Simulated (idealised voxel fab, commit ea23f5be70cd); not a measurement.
The name of this process module is voxel self aligned vias.
Cross-section cut spans 285 nm and uses square cells 5 nm in size.
A cross-section in this document is a grid of square cells, and it is written down as bands, the top band listed before the ones below it; a band is made up of one or more rows of cells. Read a band's entry like this: the first values are the height of its top and the height of its bottom in nm, and what follows is the sequence of materials from left to right, each with its width in nm. Note that "air" is empty space, and that a single material marked "throughout" reaches across the band from edge to edge. Height reference: 0 = level under which incoming wafer is all one material. Lowest band: no bottom, runs on downward, e.g. "0 and below". Per-row width for "30..40": begins at first number (top row of band), ends at second number (bottom row), increment between rows held constant. A step reported as "no change occurred" is a step in which no cell of the cross-section changed. "Enclosed void listing": sealed empty spaces, 8 cells or more, no open way to top, listed width x height at distance, with distance from the left edge and width, height and distance in nm. after a step's settings: what the simulator itself notes on the step. On any step carrying a mask, the "overlay nm" setting, if present on the step's line, tells how far right of its planned place the mask lay; negative values point to the left.
The planned process steps are enumerated hereunder
1 RECEIVE with material Si
2 CONFORMAL_DEP with material SiO2, thk nm 10
3 CONFORMAL_DEP with material SiCN, thk nm 5
4 DIRECTIONAL_DEP with material lowk, thk nm 25
5 PATTERN with tone open, mask id LINES, material resist, width nm 25, pitch nm 70, thk nm 15, overlay nm 0
6 DIRECTIONAL_ETCH with etch materials lowk, depth nm 25
7 STRIP with etch materials resist
8 CONFORMAL_DEP with material TiN, thk nm 5
9 FILL_DEP with material Ru, thk nm 10
10 CMP with height nm 40
11 SELECTIVE_ETCH with etch materials W Ru TiN, depth nm 5
12 FILL_DEP with material SiN, thk nm 10
13 CMP with height nm 40
14 DIRECTIONAL_DEP with material lowk, thk nm 20
15 DIRECTIONAL_DEP with material aC, thk nm 15
16 PATTERN with tone open, mask id VIAS, material resist, width nm 45, pitch nm 70, thk nm 30, overlay nm 0
17 DIRECTIONAL_ETCH with etch materials aC, depth nm 15
18 STRIP with etch materials resist
19 DIRECTIONAL_ETCH with etch materials lowk, depth nm 20
20 DIRECTIONAL_ETCH with etch materials SiN, depth nm 5
21 STRIP with etch materials aC
22 CONFORMAL_DEP with material TiN, thk nm 5
23 FILL_DEP with material Cu, thk nm 10
24 CMP with height nm 60
25 CONFORMAL_DEP with material SiCN, thk nm 5
First wafer of two (run as planned)
Here's what the wafer looked like in cross-section when it arrived - that's after step 1
	0 and below | Si throughout
	Enclosed void listing: none
Take a look at the wafer's cross-section after step 2
	10 down to 0 | SiO2 throughout
	For the remainder of the cross-section, below 0, there is no change.
Take a look at the wafer's cross-section after step 3
	15 down to 10 | SiCN throughout
	For the remainder of the cross-section, below 10, there is no change.
Take a look at the wafer's cross-section after step 4
	40 down to 15 | lowk throughout
	For the remainder of the cross-section, below 15, there is no change.
Take a look at the wafer's cross-section after step 5
	55 down to 40 | 95 resist, then 25 air, then 45 resist, then 25 air, then 95 resist
	For the remainder of the cross-section, below 40, there is no change.
Take a look at the wafer's cross-section after step 6
	55 down to 40 | 95 resist, then 25 air, then 45 resist, then 25 air, then 95 resist
	40 down to 15 | 95 lowk, then 25 air, then 45 lowk, then 25 air, then 95 lowk
	For the remainder of the cross-section, below 15, there is no change.
Take a look at the wafer's cross-section after step 7
	40 down to 15 | 95 lowk, then 25 air, then 45 lowk, then 25 air, then 95 lowk
	For the remainder of the cross-section, below 15, there is no change.
Take a look at the wafer's cross-section after step 8
	45 down to 40 | 100 TiN, then 15 air, then 55 TiN, then 15 air, then 100 TiN
	40 down to 20 | 95 lowk, then 5 TiN, then 15 air, then 5 TiN, then 45 lowk, then 5 TiN, then 15 air, then 5 TiN, then 95 lowk
	20 down to 15 | 95 lowk, then 25 TiN, then 45 lowk, then 25 TiN, then 95 lowk
	For the remainder of the cross-section, below 15, there is no change.
Take a look at the wafer's cross-section after step 9
	55 down to 45 | Ru throughout
	45 down to 40 | 100 TiN, then 15 Ru, then 55 TiN, then 15 Ru, then 100 TiN
	40 down to 20 | 95 lowk, then 5 TiN, then 15 Ru, then 5 TiN, then 45 lowk, then 5 TiN, then 15 Ru, then 5 TiN, then 95 lowk
	For the remainder of the cross-section, below 20, there is no change.
Take a look at the wafer's cross-section after step 10
	40 down to 20 | 95 lowk, then 5 TiN, then 15 Ru, then 5 TiN, then 45 lowk, then 5 TiN, then 15 Ru, then 5 TiN, then 95 lowk
	For the remainder of the cross-section, below 20, there is no change.
Take a look at the wafer's cross-section after step 11
	40 down to 35 | 95 lowk, then 25 air, then 45 lowk, then 25 air, then 95 lowk
	For the remainder of the cross-section, below 35, there is no change.
Take a look at the wafer's cross-section after step 12
	50 down to 40 | SiN throughout
	40 down to 35 | 95 lowk, then 25 SiN, then 45 lowk, then 25 SiN, then 95 lowk
	For the remainder of the cross-section, below 35, there is no change.
Take a look at the wafer's cross-section after step 13
	40 down to 35 | 95 lowk, then 25 SiN, then 45 lowk, then 25 SiN, then 95 lowk
	For the remainder of the cross-section, below 35, there is no change.
Take a look at the wafer's cross-section after step 14
	60 down to 40 | lowk throughout
	For the remainder of the cross-section, below 40, there is no change.
Take a look at the wafer's cross-section after step 15
	75 down to 60 | aC throughout
	For the remainder of the cross-section, below 60, there is no change.
Take a look at the wafer's cross-section after step 16
	105 down to 75 | 85 resist, then 45 air, then 25 resist, then 45 air, then 85 resist
	For the remainder of the cross-section, below 75, there is no change.
Take a look at the wafer's cross-section after step 17
	90 down to 75 | 85 resist, then 45 air, then 25 resist, then 45 air, then 85 resist
	75 down to 60 | 85 aC, then 45 air, then 25 aC, then 45 air, then 85 aC
	For the remainder of the cross-section, below 60, there is no change.
Take a look at the wafer's cross-section after step 18
	75 down to 60 | 85 aC, then 45 air, then 25 aC, then 45 air, then 85 aC
	For the remainder of the cross-section, below 60, there is no change.
Take a look at the wafer's cross-section after step 19
	75 down to 60 | 85 aC, then 45 air, then 25 aC, then 45 air, then 85 aC
	60 down to 40 | 85 lowk, then 45 air, then 25 lowk, then 45 air, then 85 lowk
	For the remainder of the cross-section, below 40, there is no change.
Take a look at the wafer's cross-section after step 20
	75 down to 60 | 85 aC, then 45 air, then 25 aC, then 45 air, then 85 aC
	60 down to 40 | 85 lowk, then 45 air, then 25 lowk, then 45 air, then 85 lowk
	40 down to 35 | 95 lowk, then 25 air, then 45 lowk, then 25 air, then 95 lowk
	For the remainder of the cross-section, below 35, there is no change.
Take a look at the wafer's cross-section after step 21
	60 down to 40 | 85 lowk, then 45 air, then 25 lowk, then 45 air, then 85 lowk
	For the remainder of the cross-section, below 40, there is no change.
Take a look at the wafer's cross-section after step 22
	65 down to 60 | 90 TiN, then 35 air, then 35 TiN, then 35 air, then 90 TiN
	60 down to 45 | 85 lowk, then 5 TiN, then 35 air, then 5 TiN, then 25 lowk, then 5 TiN, then 35 air, then 5 TiN, then 85 lowk
	45 down to 40 | 85 lowk, then 15 TiN, then 15 air, then 15 TiN, then 25 lowk, then 15 TiN, then 15 air, then 15 TiN, then 85 lowk
	40 down to 35 | 95 lowk, then 25 TiN, then 45 lowk, then 25 TiN, then 95 lowk
	For the remainder of the cross-section, below 35, there is no change.
Take a look at the wafer's cross-section after step 23
	75 down to 65 | Cu throughout
	65 down to 60 | 90 TiN, then 35 Cu, then 35 TiN, then 35 Cu, then 90 TiN
	60 down to 45 | 85 lowk, then 5 TiN, then 35 Cu, then 5 TiN, then 25 lowk, then 5 TiN, then 35 Cu, then 5 TiN, then 85 lowk
	45 down to 40 | 85 lowk, then 15 TiN, then 15 Cu, then 15 TiN, then 25 lowk, then 15 TiN, then 15 Cu, then 15 TiN, then 85 lowk
	For the remainder of the cross-section, below 40, there is no change.
Take a look at the wafer's cross-section after step 24
	60 down to 45 | 85 lowk, then 5 TiN, then 35 Cu, then 5 TiN, then 25 lowk, then 5 TiN, then 35 Cu, then 5 TiN, then 85 lowk
	For the remainder of the cross-section, below 45, there is no change.
Take a look at the wafer's cross-section after step 25
	65 down to 60 | SiCN throughout
	For the remainder of the cross-section, below 60, there is no change.
Okay, second wafer. Nothing different at the start, nothing different in the plan, just one mistake somewhere in the running. As far as step 18, counting that step, it's the first wafer all over again
Second wafer cross-section, taken as of the time the plan sets for step 19 to be done
	75 down to 60 | 85 aC, then 45 air, then 25 aC, then 45 air, then 85 aC
	60 down to 40 | 85 lowk, then 45 air, then 25 lowk, then 45 air, then 85 lowk
	40 down to 35 | 85 lowk, then 10 air, then 25 SiN, then 10 air, then 25 lowk, then 10 air, then 25 SiN, then 10 air, then 85 lowk
	For the remainder of the cross-section, below 35, there is no change.
Second wafer cross-section, taken as of the time the plan sets for step 20 to be done
	75 down to 60 | 85 aC, then 45 air, then 25 aC, then 45 air, then 85 aC
	60 down to 35 | 85 lowk, then 45 air, then 25 lowk, then 45 air, then 85 lowk
	For the remainder of the cross-section, below 35, there is no change.
Second wafer cross-section, taken as of the time the plan sets for step 21 to be done
	60 down to 35 | 85 lowk, then 45 air, then 25 lowk, then 45 air, then 85 lowk
	For the remainder of the cross-section, below 35, there is no change.
Second wafer cross-section, taken as of the time the plan sets for step 22 to be done
	65 down to 60 | 90 TiN, then 35 air, then 35 TiN, then 35 air, then 90 TiN
	60 down to 40 | 85 lowk, then 5 TiN, then 35 air, then 5 TiN, then 25 lowk, then 5 TiN, then 35 air, then 5 TiN, then 85 lowk
	40 down to 35 | 85 lowk, then 45 TiN, then 25 lowk, then 45 TiN, then 85 lowk
	For the remainder of the cross-section, below 35, there is no change.
Second wafer cross-section, taken as of the time the plan sets for step 23 to be done
	75 down to 65 | Cu throughout
	65 down to 60 | 90 TiN, then 35 Cu, then 35 TiN, then 35 Cu, then 90 TiN
	60 down to 40 | 85 lowk, then 5 TiN, then 35 Cu, then 5 TiN, then 25 lowk, then 5 TiN, then 35 Cu, then 5 TiN, then 85 lowk
	For the remainder of the cross-section, below 40, there is no change.
Second wafer cross-section, taken as of the time the plan sets for step 24 to be done
	60 down to 40 | 85 lowk, then 5 TiN, then 35 Cu, then 5 TiN, then 25 lowk, then 5 TiN, then 35 Cu, then 5 TiN, then 85 lowk
	For the remainder of the cross-section, below 40, there is no change.
Second wafer cross-section, taken as of the time the plan sets for step 25 to be done
	65 down to 60 | SiCN throughout
	For the remainder of the cross-section, below 60, there is no change.
Where did the run depart from the plan? step 19 ran as: DIRECTIONAL_ETCH with etch materials lowk, depth nm 25
Final tally in cells, some materials are higher or lower on the second wafer than on the first: Cu: 8 more; lowk: 8 fewer
